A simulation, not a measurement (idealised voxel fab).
process module | voxel ribs on slabs
cross-section cut | 195 nm wide | cells 5 nm
A cross-section is a grid of square cells, given in bands from the top down. A band is one or more rows of cells.
Each band's line starts with the height of the band's top and of its bottom, in nm. Then come its materials from left to right, each with its width in nm. One material with "throughout" fills the band from edge to edge. "air" is empty space.
Height 0 is the level under which the wafer as received is all one material. The lowest band goes on downwards, as in "0 down".
A width such as "30 to 40" changes by the same amount from each row of cells to the next, from the band's top row to its bottom row.
"no change" after a step means that no cell of the cross-section changed.
closed voids: empty space of 8 cells or more with no open way to the top, each as width x height at its distance from the left edge, in nm
after a step's settings: what the simulator itself notes on the step
overlay nm, on a step with a mask: how far to the right of its planned place the mask lay; to the left if negative
plan
1 op RECEIVE | material Si
2 op DIRECTIONAL_DEP | material SiO2 | thk nm 25
3 op DIRECTIONAL_DEP | material SiN | thk nm 15
4 op MASKED_ETCH | tone cover | mask id RIB | width nm 25 | etch materials SiN | depth nm 10 | overlay nm 0
5 op DIRECTIONAL_DEP | material aC | thk nm 15
6 op PATTERN | tone cover | mask id SLAB | material resist | width nm 85 | thk nm 35 | overlay nm 0
7 op DIRECTIONAL_ETCH | etch materials aC | depth nm 15
8 op STRIP | etch materials resist
9 op DIRECTIONAL_ETCH | etch materials SiN | depth nm 5
10 op STRIP | etch materials aC
11 op FILL_DEP | material SiO2 | thk nm 20
12 op CMP | height nm 55
13 op DIRECTIONAL_DEP | material TiN | thk nm 10
14 op MASKED_ETCH | tone cover | mask id HEATER | width nm 35 | etch materials TiN | depth nm 10 | overlay nm -15
15 op CONFORMAL_DEP | material SiN | thk nm 5
varied across the wafers: overlay nm of step 14. The plan shows the first wafer's value. All wafers start alike
first wafer as received, after step 1
  0 down: Si throughout
  closed voids: none
each wafer at the end: cells of each material gained (+) or lost (-) since it was received, then its closed voids
overlay nm -15 | +70 SiN | +402 SiO2 | +14 TiN | closed voids: none
overlay nm -10 | +70 SiN | +402 SiO2 | +14 TiN | closed voids: none
overlay nm -5 | +70 SiN | +402 SiO2 | +14 TiN | closed voids: none
overlay nm 0 | +70 SiN | +402 SiO2 | +14 TiN | closed voids: none
overlay nm 5 | +70 SiN | +402 SiO2 | +14 TiN | closed voids: none
overlay nm 10 | +70 SiN | +402 SiO2 | +14 TiN | closed voids: none
overlay nm 15 | +70 SiN | +402 SiO2 | +14 TiN | closed voids: none
